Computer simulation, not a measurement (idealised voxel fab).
The following process module bears the name voxel air gaps.
Section cut is 215 nm wide and gridded with 5 nm square cells.
Format of a cross-section: grid, square cells. Given as bands. Order: top down. Band: one or more rows of cells.
Heads up on the band format: heights come first, top then bottom, in nm. After that it's the materials left to right, each with its width in nm. A single material flagged "everywhere" fills the whole band edge to edge, and "blank" means there's empty space there.
Heights from 0 (as-received wafer is one material below). Bottom band endless downward, as "0..down".
Note: "30 to 40" means the width goes from the first number (top row of the band) to the second number (bottom row) in equal steps per row of cells.
Step marked "nothing was modified"? Then no cell in the cross-section changed in it.
Heads up: "Fully closed voids" only lists the empty pockets with no open path to the top that are 8 cells or more, and it writes them as width x height at distance, distance from the left edge, in nm.
On a step's line, text after the settings is the simulator commenting on that step.
Among the settings permitted on a step's line is "overlay nm"; applied to a step with a mask, it specifies the extent to which the mask lay to the right of its planned position, whereas a negative figure signifies a position to the left.
The following list gives the planned process steps:
| 1 | RECEIVE,material Si |
| 2 | CONFORMAL_DEP,material SiO2,thk nm 10 |
| 3 | CONFORMAL_DEP,material SiCN,thk nm 5 |
| 4 | DIRECTIONAL_DEP,material lowk,thk nm 35 |
| 5 | MASKED_ETCH,tone open,mask id LINES,width nm 20,pitch nm 50,etch materials lowk,depth nm 35,overlay nm 0 |
| 6 | CONFORMAL_DEP,material TiN,thk nm 5 |
| 7 | FILL_DEP,material Ru,thk nm 10 |
| 8 | CMP,height nm 50 |
| 9 | EPI,material Ru,thk nm 10 |
| 10 | SELECTIVE_ETCH,etch materials lowk,depth nm 45 |
| 11 | CONFORMAL_DEP,material SiCN,thk nm 5 |
Wafer cross-section on receipt, i.e. after step 1:
	0..down = Si everywhere
	Fully closed voids: none
End-of-module XS, first of two wafers, run as planned:
	65..60 = blank: 5  SiCN: 200  blank: 10
	60..50 = blank: 5  SiCN: 5  Ru: 40  SiCN: 10  Ru: 40  SiCN: 10  Ru: 40  SiCN: 10  Ru: 40  SiCN: 5  blank: 10
	50..45 = blank: 5  SiCN: 15  TiN: 5  Ru: 10  TiN: 5  SiCN: 30  TiN: 5  Ru: 10  TiN: 5  SiCN: 30  TiN: 5  Ru: 10  TiN: 5  SiCN: 30  TiN: 5  Ru: 10  TiN: 5  SiCN: 15  blank: 10
	45..20 = blank: 15  SiCN: 5  TiN: 5  Ru: 10  TiN: 5  SiCN: 5  blank: 20  SiCN: 5  TiN: 5  Ru: 10  TiN: 5  SiCN: 5  blank: 20  SiCN: 5  TiN: 5  Ru: 10  TiN: 5  SiCN: 5  blank: 20  SiCN: 5  TiN: 5  Ru: 10  TiN: 5  SiCN: 5  blank: 20
	20..15 = SiCN: 20  TiN: 20  SiCN: 30  TiN: 20  SiCN: 30  TiN: 20  SiCN: 30  TiN: 20  SiCN: 25
	15..10 = SiCN everywhere
	10..0 = SiO2 everywhere
	0..down = Si everywhere
	Fully closed voids: 20 x 25 at 45; 20 x 25 at 95; 20 x 25 at 145
Now the second wafer, cross-sectioned at the end of the module. Nothing different at the start, nothing different in the plan compared with the first, just one mistake when it was actually run:
	80..75 = SiCN everywhere
	75..55 = Ru everywhere
	55..50 = TiN: 25  Ru: 10  TiN: 40  Ru: 10  TiN: 40  Ru: 10  TiN: 40  Ru: 10  TiN: 30
	50..20 = lowk: 20  TiN: 5  Ru: 10  TiN: 5  lowk: 30  TiN: 5  Ru: 10  TiN: 5  lowk: 30  TiN: 5  Ru: 10  TiN: 5  lowk: 30  TiN: 5  Ru: 10  TiN: 5  lowk: 25
	20..15 = lowk: 20  TiN: 20  lowk: 30  TiN: 20  lowk: 30  TiN: 20  lowk: 30  TiN: 20  lowk: 25
	15..10 = SiCN everywhere
	10..0 = SiO2 everywhere
	0..down = Si everywhere
	Fully closed voids: none
The plan and the run diverged here: plan step 8: skipped, not run
It is noted that, at the conclusion of processing, the second wafer exhibits a higher or lower cell count for certain materials relative to the first: Ru: 116 more, SiCN: 104 fewer, TiN: 35 more, lowk: 189 more
First wafer closed voids (final) = 3; second wafer closed voids (final) = 0.
